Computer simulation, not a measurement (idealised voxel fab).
process module | voxel wiring stack
cross-section cut | 275 nm wide | cells 5 nm
A cross-section is a grid of square cells, given in bands from the top down. A band is one or more rows of cells.
Each band's line starts with the height of the band's top and of its bottom, in nm. Then come its materials from left to right, each with its width in nm. One material with "throughout" fills the band from edge to edge. "air" is empty space.
Height 0 is the level under which the wafer as received is all one material. The lowest band goes on downwards, as in "0 down".
A width such as "30 to 40" changes by the same amount from each row of cells to the next, from the band's top row to its bottom row.
"no change" after a step means that no cell of the cross-section changed.
closed voids: empty space of 8 cells or more with no open way to the top, each as width x height at its distance from the left edge, in nm
after a step's settings: what the simulator itself notes on the step
overlay nm, on a step with a mask: how far to the right of its planned place the mask lay; to the left if negative
plan
1 op RECEIVE | material Si
2 op CONFORMAL_DEP | material SiO2 | thk nm 10
3 op CONFORMAL_DEP | material SiN | thk nm 5
4 op DIRECTIONAL_DEP | material SiO2 | thk nm 15
5 op DIRECTIONAL_DEP | material aC | thk nm 10
6 op PATTERN | tone open | mask id METAL_1 | material resist | width nm 20 | pitch nm 40 | thk nm 25 | overlay nm 0
7 op DIRECTIONAL_ETCH | etch materials aC | depth nm 10
8 op STRIP | etch materials resist
9 op DIRECTIONAL_ETCH | etch materials SiO2 | depth nm 15
10 op DIRECTIONAL_ETCH | etch materials SiN | depth nm 5
11 op STRIP | etch materials aC
12 op CONFORMAL_DEP | material TiN | thk nm 5
13 op FILL_DEP | material Cu | thk nm 5
14 op CMP | height nm 30
15 op CONFORMAL_DEP | material SiCN | thk nm 5
16 op DIRECTIONAL_DEP | material SiO2 | thk nm 20
17 op MASKED_ETCH | tone open | mask id PLUG_1 | width nm 15 | pitch nm 40 | etch materials SiO2 | depth nm 20 | overlay nm 0
18 op MASKED_ETCH | tone open | mask id PLUG_1 | width nm 15 | pitch nm 40 | etch materials SiCN | depth nm 5 | overlay nm 0
19 op EPI | material Ru | thk nm 10
20 op EPI | material Ru | thk nm 10
21 op EPI | material Ru | thk nm 5
22 op CONFORMAL_DEP | material SiN | thk nm 5
23 op DIRECTIONAL_DEP | material SiO2 | thk nm 20
24 op DIRECTIONAL_DEP | material aC | thk nm 10
25 op PATTERN | tone open | mask id METAL_2 | material resist | width nm 20 | pitch nm 40 | thk nm 25 | overlay nm 0
26 op DIRECTIONAL_ETCH | etch materials aC | depth nm 10
27 op STRIP | etch materials resist
28 op DIRECTIONAL_ETCH | etch materials SiO2 | depth nm 20
29 op DIRECTIONAL_ETCH | etch materials SiN | depth nm 5
30 op STRIP | etch materials aC
31 op CONFORMAL_DEP | material TiN | thk nm 5
32 op FILL_DEP | material Ru | thk nm 10
33 op CMP | height nm 80
34 op CONFORMAL_DEP | material SiCN | thk nm 5
35 op DIRECTIONAL_DEP | material lowk | thk nm 20
36 op DIRECTIONAL_DEP | material aC | thk nm 15
37 op PATTERN | tone open | mask id PLUG_2 | material resist | width nm 15 | pitch nm 40 | thk nm 30 | overlay nm 0
38 op DIRECTIONAL_ETCH | etch materials aC | depth nm 15
39 op STRIP | etch materials resist
40 op DIRECTIONAL_ETCH | etch materials lowk | depth nm 20
41 op DIRECTIONAL_ETCH | etch materials SiCN | depth nm 5
42 op STRIP | etch materials aC
43 op CONFORMAL_DEP | material TiN | thk nm 5
44 op FILL_DEP | material W | thk nm 10
45 op CMP | height nm 105
46 op DIRECTIONAL_DEP | material TiN | thk nm 5
47 op DIRECTIONAL_DEP | material W | thk nm 15
48 op MASKED_ETCH | tone cover | mask id METAL_3 | width nm 20 | pitch nm 40 | etch materials W | depth nm 15 | overlay nm 0
49 op MASKED_ETCH | tone cover | mask id METAL_3 | width nm 20 | pitch nm 40 | etch materials TiN | depth nm 5 | overlay nm 0
50 op FILL_DEP | material lowk | thk nm 5
51 op CMP | height nm 125
52 op CONFORMAL_DEP | material SiCN | thk nm 5
as received, after step 1
  0 down: Si throughout
  closed voids: none
a wafer at the end: this start, this plan, one mistake
  130 to 125: SiCN throughout
  125 to 110: lowk 65 | W 20 | lowk 20 | W 20 | lowk 20 | W 20 | lowk 20 | W 20 | lowk 70
  110 to 105: lowk 65 | TiN 20 | lowk 20 | TiN 20 | lowk 20 | TiN 20 | lowk 20 | TiN 20 | lowk 70
  105 to 85: lowk 65 | TiN 5 | W 5 | TiN 5 | lowk 25 | TiN 5 | W 5 | TiN 5 | lowk 25 | TiN 5 | W 5 | TiN 5 | lowk 25 | TiN 5 | W 5 | TiN 5 | lowk 75
  85 to 80: SiCN 65 | TiN 15 | SiCN 25 | TiN 15 | SiCN 25 | TiN 15 | SiCN 25 | TiN 15 | SiCN 75
  80 to 65: Ru 55 | TiN 5 | SiO2 5 | TiN 5 | Ru 25 | TiN 5 | SiO2 5 | TiN 5 | Ru 25 | TiN 5 | SiO2 5 | TiN 5 | Ru 25 | TiN 5 | SiO2 5 | TiN 5 | Ru 85
  65 to 60: TiN 60 | SiO2 5 | TiN 5 | Ru 10 | TiN 20 | SiO2 5 | TiN 5 | Ru 10 | TiN 20 | SiO2 5 | TiN 5 | Ru 10 | TiN 20 | SiO2 5 | TiN 5 | Ru 10 | TiN 75
  60 to 55: SiO2 60 | SiN 5 | TiN 20 | SiO2 15 | SiN 5 | TiN 20 | SiO2 15 | SiN 5 | TiN 20 | SiO2 15 | SiN 5 | TiN 20 | SiO2 70
  55 to 40: SiO2 60 | SiN 5 | SiO2 15 | SiN 5 | SiO2 15 | SiN 5 | SiO2 15 | SiN 5 | SiO2 15 | SiN 5 | SiO2 15 | SiN 5 | SiO2 15 | SiN 5 | SiO2 15 | SiN 5 | SiO2 70
  40 to 35: SiN 65 | SiO2 15 | SiN 25 | SiO2 15 | SiN 25 | SiO2 15 | SiN 25 | SiO2 15 | SiN 75
  35 to 30: SiCN throughout
  30 to 15: SiO2 65 | TiN 5 | Cu 10 | TiN 5 | SiO2 20 | TiN 5 | Cu 10 | TiN 5 | SiO2 20 | TiN 5 | Cu 10 | TiN 5 | SiO2 20 | TiN 5 | Cu 10 | TiN 5 | SiO2 70
  15 to 10: SiN 65 | TiN 20 | SiN 20 | TiN 20 | SiN 20 | TiN 20 | SiN 20 | TiN 20 | SiN 70
  10 to 0: SiO2 throughout
  0 down: Si throughout
  closed voids: none
what went wrong: step 17 ran as: op MASKED_ETCH | tone cover | mask id PLUG_1 | width nm 15 | pitch nm 40 | etch materials SiO2 | depth nm 20 | overlay nm 0
